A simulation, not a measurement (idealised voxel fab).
voxel capacitor over wiring: a process module
Shown is cross-section cut, with a width of 275 nm and square cells of size 5 nm.
Each cross-section below is a grid of square cells, stated as bands in top-down order, with one or more rows of cells making up each band. The entry gives the band's vertical extent as a top height and a bottom height in nm, then its horizontal make-up as materials from left to right, each with a width in nm. "air" stands for empty space; a single material marked "everywhere" fills the band edge to edge. Measure heights from 0. That's the level where, below it, the as-received wafer is all one material. The lowest band is bottomless and extends downward; write it as in "0 and below". Graded width ("30->40"): value in top row of band = first number; value in bottom row = second number; row-to-row change constant. Basically "left unchanged" means that step didn't change any cell in the cross-section. "Entrapped voids" means: voids of 8 cells or more that are shut off from the top with no open way through. Written width x height at distance, distance from the left edge, in nm. Formally, on a step line, whatever follows the settings is a remark that the simulator itself makes on the step. Steps that use a mask can have "overlay nm" on their line. It says how far the mask sat to the right of where it was meant to be. Negative means to the left.

This section lists the process steps that were planned
1. RECEIVE [material Si]
2. CONFORMAL_DEP [material SiO2] [thk nm 15]
3. DIRECTIONAL_DEP [material TiN] [thk nm 5]
4. DIRECTIONAL_DEP [material W] [thk nm 15]
5. MASKED_ETCH [tone cover] [mask id METAL_1] [width nm 30] [pitch nm 100] [etch materials W] [depth nm 15] [overlay nm 0]
6. MASKED_ETCH [tone cover] [mask id METAL_1] [width nm 30] [pitch nm 100] [etch materials TiN] [depth nm 5] [overlay nm 0]
7. FILL_DEP [material SiO2] [thk nm 10]
8. CMP [height nm 35]
9. CONFORMAL_DEP [material SiCN] [thk nm 5]
10. DIRECTIONAL_DEP [material lowk] [thk nm 10]
11. PATTERN [tone open] [mask id PLUG_1] [material resist] [width nm 15] [thk nm 15] [overlay nm 0]
12. DIRECTIONAL_ETCH [etch materials lowk] [depth nm 10]
13. DIRECTIONAL_ETCH [etch materials SiCN] [depth nm 5]
14. STRIP [etch materials resist]
15. EPI [material Ru] [thk nm 10]
16. EPI [material Ru] [thk nm 5]
17. DIRECTIONAL_DEP [material TiN] [thk nm 10]
18. DIRECTIONAL_DEP [material SiN] [thk nm 5]
19. DIRECTIONAL_DEP [material TiN] [thk nm 5]
20. DIRECTIONAL_DEP [material aC] [thk nm 10]
21. PATTERN [tone cover] [mask id UPPER_PLATE] [material resist] [width nm 75] [thk nm 25] [overlay nm 0]
22. DIRECTIONAL_ETCH [etch materials aC] [depth nm 10]
23. STRIP [etch materials resist]
24. DIRECTIONAL_ETCH [etch materials TiN] [depth nm 5]
25. DIRECTIONAL_ETCH [etch materials SiN] [depth nm 5]
26. STRIP [etch materials aC]
27. MASKED_ETCH [tone cover] [mask id LOWER_PLATE] [width nm 85] [etch materials TiN] [depth nm 10] [overlay nm 0]
28. FILL_DEP [material SiO2] [thk nm 20]
29. CMP [height nm 85]
30. MASKED_ETCH [tone open] [mask id PLUG_2] [width nm 15] [etch materials SiO2] [depth nm 15] [overlay nm 0]
31. CONFORMAL_DEP [material TiN] [thk nm 5]
32. FILL_DEP [material Ru] [thk nm 5]
33. CMP [height nm 85]
34. CONFORMAL_DEP [material SiN] [thk nm 5]

The first of the two wafers, which ran as planned

Step 1 complete: cross-section of the wafer as received
0 and below = Si everywhere
Entrapped voids: none

Upon completion of step 2, the wafer appears in cross-section as shown
15 down to 0 = SiO2 everywhere
All layers under 0 are left as they were.

Upon completion of step 3, the wafer appears in cross-section as shown
20 down to 15 = TiN everywhere
All layers under 15 are left as they were.

Upon completion of step 4, the wafer appears in cross-section as shown
35 down to 20 = W everywhere
All layers under 20 are left as they were.

Upon completion of step 5, the wafer appears in cross-section as shown
35 down to 20 = air 70 nm, then W 30 nm, then air 70 nm, then W 30 nm, then air 75 nm
All layers under 20 are left as they were.

Upon completion of step 6, the wafer appears in cross-section as shown
35 down to 20 = air 70 nm, then W 30 nm, then air 70 nm, then W 30 nm, then air 75 nm
20 down to 15 = air 70 nm, then TiN 30 nm, then air 70 nm, then TiN 30 nm, then air 75 nm
All layers under 15 are left as they were.

Upon completion of step 7, the wafer appears in cross-section as shown
45 down to 35 = SiO2 everywhere
35 down to 20 = SiO2 70 nm, then W 30 nm, then SiO2 70 nm, then W 30 nm, then SiO2 75 nm
20 down to 15 = SiO2 70 nm, then TiN 30 nm, then SiO2 70 nm, then TiN 30 nm, then SiO2 75 nm
All layers under 15 are left as they were.

Upon completion of step 8, the wafer appears in cross-section as shown
35 down to 20 = SiO2 70 nm, then W 30 nm, then SiO2 70 nm, then W 30 nm, then SiO2 75 nm
All layers under 20 are left as they were.

Upon completion of step 9, the wafer appears in cross-section as shown
40 down to 35 = SiCN everywhere
All layers under 35 are left as they were.

Upon completion of step 10, the wafer appears in cross-section as shown
50 down to 40 = lowk everywhere
All layers under 40 are left as they were.

Upon completion of step 11, the wafer appears in cross-section as shown
65 down to 50 = resist 85 nm, then air 15 nm, then resist 175 nm
All layers under 50 are left as they were.

Upon completion of step 12, the wafer appears in cross-section as shown
65 down to 50 = resist 85 nm, then air 15 nm, then resist 175 nm
50 down to 40 = lowk 85 nm, then air 15 nm, then lowk 175 nm
All layers under 40 are left as they were.

Upon completion of step 13, the wafer appears in cross-section as shown
65 down to 50 = resist 85 nm, then air 15 nm, then resist 175 nm
50 down to 40 = lowk 85 nm, then air 15 nm, then lowk 175 nm
40 down to 35 = SiCN 85 nm, then air 15 nm, then SiCN 175 nm
All layers under 35 are left as they were.

Upon completion of step 14, the wafer appears in cross-section as shown
50 down to 40 = lowk 85 nm, then air 15 nm, then lowk 175 nm
All layers under 40 are left as they were.

Upon completion of step 15, the wafer appears in cross-section as shown
50 down to 45 = lowk 85 nm, then air 15 nm, then lowk 175 nm
45 down to 40 = lowk 85 nm, then Ru 15 nm, then lowk 175 nm
40 down to 35 = SiCN 85 nm, then Ru 15 nm, then SiCN 175 nm
All layers under 35 are left as they were.

Upon completion of step 16, the wafer appears in cross-section as shown
50 down to 40 = lowk 85 nm, then Ru 15 nm, then lowk 175 nm
All layers under 40 are left as they were.

Upon completion of step 17, the wafer appears in cross-section as shown
60 down to 50 = TiN everywhere
All layers under 50 are left as they were.

Upon completion of step 18, the wafer appears in cross-section as shown
65 down to 60 = SiN everywhere
All layers under 60 are left as they were.

Upon completion of step 19, the wafer appears in cross-section as shown
70 down to 65 = TiN everywhere
All layers under 65 are left as they were.

Upon completion of step 20, the wafer appears in cross-section as shown
80 down to 70 = aC everywhere
All layers under 70 are left as they were.

Upon completion of step 21, the wafer appears in cross-section as shown
105 down to 80 = air 85 nm, then resist 75 nm, then air 115 nm
All layers under 80 are left as they were.

Upon completion of step 22, the wafer appears in cross-section as shown
95 down to 80 = air 85 nm, then resist 75 nm, then air 115 nm
80 down to 70 = air 85 nm, then aC 75 nm, then air 115 nm
All layers under 70 are left as they were.

Upon completion of step 23, the wafer appears in cross-section as shown
80 down to 70 = air 85 nm, then aC 75 nm, then air 115 nm
All layers under 70 are left as they were.

Upon completion of step 24, the wafer appears in cross-section as shown
80 down to 70 = air 85 nm, then aC 75 nm, then air 115 nm
70 down to 65 = air 85 nm, then TiN 75 nm, then air 115 nm
All layers under 65 are left as they were.

Upon completion of step 25, the wafer appears in cross-section as shown
80 down to 70 = air 85 nm, then aC 75 nm, then air 115 nm
70 down to 65 = air 85 nm, then TiN 75 nm, then air 115 nm
65 down to 60 = air 85 nm, then SiN 75 nm, then air 115 nm
All layers under 60 are left as they were.

Upon completion of step 26, the wafer appears in cross-section as shown
70 down to 65 = air 85 nm, then TiN 75 nm, then air 115 nm
All layers under 65 are left as they were.

Upon completion of step 27, the wafer appears in cross-section as shown
70 down to 65 = air 85 nm, then TiN 75 nm, then air 115 nm
65 down to 60 = air 85 nm, then SiN 75 nm, then air 115 nm
60 down to 50 = air 80 nm, then TiN 85 nm, then air 110 nm
All layers under 50 are left as they were.

Upon completion of step 28, the wafer appears in cross-section as shown
90 down to 70 = SiO2 everywhere
70 down to 65 = SiO2 85 nm, then TiN 75 nm, then SiO2 115 nm
65 down to 60 = SiO2 85 nm, then SiN 75 nm, then SiO2 115 nm
60 down to 50 = SiO2 80 nm, then TiN 85 nm, then SiO2 110 nm
All layers under 50 are left as they were.

Upon completion of step 29, the wafer appears in cross-section as shown
85 down to 70 = SiO2 everywhere
All layers under 70 are left as they were.

Upon completion of step 30, the wafer appears in cross-section as shown
85 down to 70 = SiO2 95 nm, then air 15 nm, then SiO2 165 nm
All layers under 70 are left as they were.

Upon completion of step 31, the wafer appears in cross-section as shown
90 down to 85 = TiN 100 nm, then air 5 nm, then TiN 170 nm
85 down to 75 = SiO2 95 nm, then TiN 5 nm, then air 5 nm, then TiN 5 nm, then SiO2 165 nm
75 down to 65 = SiO2 95->85 nm, then TiN 15->75 nm, then SiO2 165->115 nm
All layers under 65 are left as they were.

Upon completion of step 32, the wafer appears in cross-section as shown
95 down to 90 = Ru everywhere
90 down to 85 = TiN 100 nm, then Ru 5 nm, then TiN 170 nm
85 down to 75 = SiO2 95 nm, then TiN 5 nm, then Ru 5 nm, then TiN 5 nm, then SiO2 165 nm
All layers under 75 are left as they were.

Upon completion of step 33, the wafer appears in cross-section as shown
85 down to 75 = SiO2 95 nm, then TiN 5 nm, then Ru 5 nm, then TiN 5 nm, then SiO2 165 nm
All layers under 75 are left as they were.

Upon completion of step 34, the wafer appears in cross-section as shown
90 down to 85 = SiN everywhere
All layers under 85 are left as they were.

The remaining wafer, second of the two, started like the first and was run to the same plan, except that one mistake was made along the way; the two coincide through step 8, inclusive

At the planned end of step 9, the second wafer in cross-section
40 down to 35 = W everywhere
All layers under 35 are left as they were.

At the planned end of step 10, the second wafer in cross-section
50 down to 40 = lowk everywhere
All layers under 40 are left as they were.

At the planned end of step 11, the second wafer in cross-section
65 down to 50 = resist 85 nm, then air 15 nm, then resist 175 nm
All layers under 50 are left as they were.

At the planned end of step 12, the second wafer in cross-section
65 down to 50 = resist 85 nm, then air 15 nm, then resist 175 nm
50 down to 40 = lowk 85 nm, then air 15 nm, then lowk 175 nm
All layers under 40 are left as they were.

At the planned end of step 13, the second wafer in cross-section: left unchanged

At the planned end of step 14, the second wafer in cross-section
50 down to 40 = lowk 85 nm, then air 15 nm, then lowk 175 nm
All layers under 40 are left as they were.

At the planned end of step 15, the second wafer in cross-section
50 down to 40 = lowk 85 nm, then Ru 15 nm, then lowk 175 nm
All layers under 40 are left as they were.

At the planned end of step 16, the second wafer in cross-section
55 down to 50 = air 80 nm, then Ru 25 nm, then air 170 nm
All layers under 50 are left as they were.

At the planned end of step 17, the second wafer in cross-section
65 down to 60 = air 80 nm, then TiN 25 nm, then air 170 nm
60 down to 55 = TiN everywhere
55 down to 50 = TiN 80 nm, then Ru 25 nm, then TiN 170 nm
All layers under 50 are left as they were.

At the planned end of step 18, the second wafer in cross-section
70 down to 65 = air 80 nm, then SiN 25 nm, then air 170 nm
65 down to 60 = SiN 80 nm, then TiN 25 nm, then SiN 170 nm
All layers under 60 are left as they were.

At the planned end of step 19, the second wafer in cross-section
75 down to 70 = air 80 nm, then TiN 25 nm, then air 170 nm
70 down to 65 = TiN 80 nm, then SiN 25 nm, then TiN 170 nm
All layers under 65 are left as they were.

At the planned end of step 20, the second wafer in cross-section
85 down to 80 = air 80 nm, then aC 25 nm, then air 170 nm
80 down to 75 = aC everywhere
75 down to 70 = aC 80 nm, then TiN 25 nm, then aC 170 nm
All layers under 70 are left as they were.

At the planned end of step 21, the second wafer in cross-section
110 down to 85 = air 85 nm, then resist 75 nm, then air 115 nm
85 down to 80 = air 80 nm, then aC 25 nm, then resist 55 nm, then air 115 nm
All layers under 80 are left as they were.

At the planned end of step 22, the second wafer in cross-section
100 down to 85 = air 85 nm, then resist 75 nm, then air 115 nm
85 down to 80 = air 85 nm, then aC 20 nm, then resist 55 nm, then air 115 nm
80 down to 75 = air 85 nm, then aC 75 nm, then air 115 nm
75 down to 70 = air 80 nm, then TiN 25 nm, then aC 55 nm, then air 115 nm
All layers under 70 are left as they were.

At the planned end of step 23, the second wafer in cross-section
85 down to 75 = air 85 nm, then aC 20->75 nm, then air 170->115 nm
All layers under 75 are left as they were.

At the planned end of step 24, the second wafer in cross-section
85 down to 75 = air 85 nm, then aC 20->75 nm, then air 170->115 nm
75 down to 70 = air 85 nm, then TiN 20 nm, then aC 55 nm, then air 115 nm
70 down to 65 = air 80 nm, then SiN 25 nm, then TiN 55 nm, then air 115 nm
All layers under 65 are left as they were.

At the planned end of step 25, the second wafer in cross-section
85 down to 75 = air 85 nm, then aC 20->75 nm, then air 170->115 nm
75 down to 70 = air 85 nm, then TiN 20 nm, then aC 55 nm, then air 115 nm
70 down to 65 = air 85 nm, then SiN 20 nm, then TiN 55 nm, then air 115 nm
65 down to 60 = air 80 nm, then TiN 25 nm, then SiN 55 nm, then air 115 nm
All layers under 60 are left as they were.

At the planned end of step 26, the second wafer in cross-section
75 down to 70 = air 85 nm, then TiN 20 nm, then air 170 nm
All layers under 70 are left as they were.

At the planned end of step 27, the second wafer in cross-section
75 down to 70 = air 85 nm, then TiN 20 nm, then air 170 nm
70 down to 65 = air 85 nm, then SiN 20 nm, then TiN 55 nm, then air 115 nm
65 down to 60 = air 80 nm, then TiN 25 nm, then SiN 55 nm, then air 115 nm
60 down to 55 = air 80 nm, then TiN 85 nm, then air 110 nm
55 down to 50 = air 80 nm, then Ru 25 nm, then TiN 60 nm, then air 110 nm
All layers under 50 are left as they were.

At the planned end of step 28, the second wafer in cross-section
95 down to 75 = SiO2 everywhere
75 down to 70 = SiO2 85 nm, then TiN 20 nm, then SiO2 170 nm
70 down to 65 = SiO2 85 nm, then SiN 20 nm, then TiN 55 nm, then SiO2 115 nm
65 down to 60 = SiO2 80 nm, then TiN 25 nm, then SiN 55 nm, then SiO2 115 nm
60 down to 55 = SiO2 80 nm, then TiN 85 nm, then SiO2 110 nm
55 down to 50 = SiO2 80 nm, then Ru 25 nm, then TiN 60 nm, then SiO2 110 nm
All layers under 50 are left as they were.

At the planned end of step 29, the second wafer in cross-section
85 down to 75 = SiO2 everywhere
All layers under 75 are left as they were.

At the planned end of step 30, the second wafer in cross-section
85 down to 75 = SiO2 95 nm, then air 15 nm, then SiO2 165 nm
75 down to 70 = SiO2 85 nm, then TiN 20 nm, then air 5 nm, then SiO2 165 nm
All layers under 70 are left as they were.

At the planned end of step 31, the second wafer in cross-section
90 down to 85 = TiN 100 nm, then air 5 nm, then TiN 170 nm
85 down to 80 = SiO2 95 nm, then TiN 5 nm, then air 5 nm, then TiN 5 nm, then SiO2 165 nm
80 down to 70 = SiO2 95->85 nm, then TiN 15->25 nm, then SiO2 165 nm
All layers under 70 are left as they were.

At the planned end of step 32, the second wafer in cross-section
95 down to 90 = Ru everywhere
90 down to 85 = TiN 100 nm, then Ru 5 nm, then TiN 170 nm
85 down to 80 = SiO2 95 nm, then TiN 5 nm, then Ru 5 nm, then TiN 5 nm, then SiO2 165 nm
All layers under 80 are left as they were.

At the planned end of step 33, the second wafer in cross-section
85 down to 80 = SiO2 95 nm, then TiN 5 nm, then Ru 5 nm, then TiN 5 nm, then SiO2 165 nm
All layers under 80 are left as they were.

At the planned end of step 34, the second wafer in cross-section
90 down to 85 = SiN everywhere
All layers under 85 are left as they were.
Deviation from plan: so step 9 ended up running with a different setting than we planned, it ran as CONFORMAL_DEP [material W] [thk nm 5]
Final wafer comparison in cells, second versus first, more or fewer per material: 1 more of Ru, 52 fewer of SiCN, 3 fewer of SiO2, 1 fewer of TiN, 55 more of W
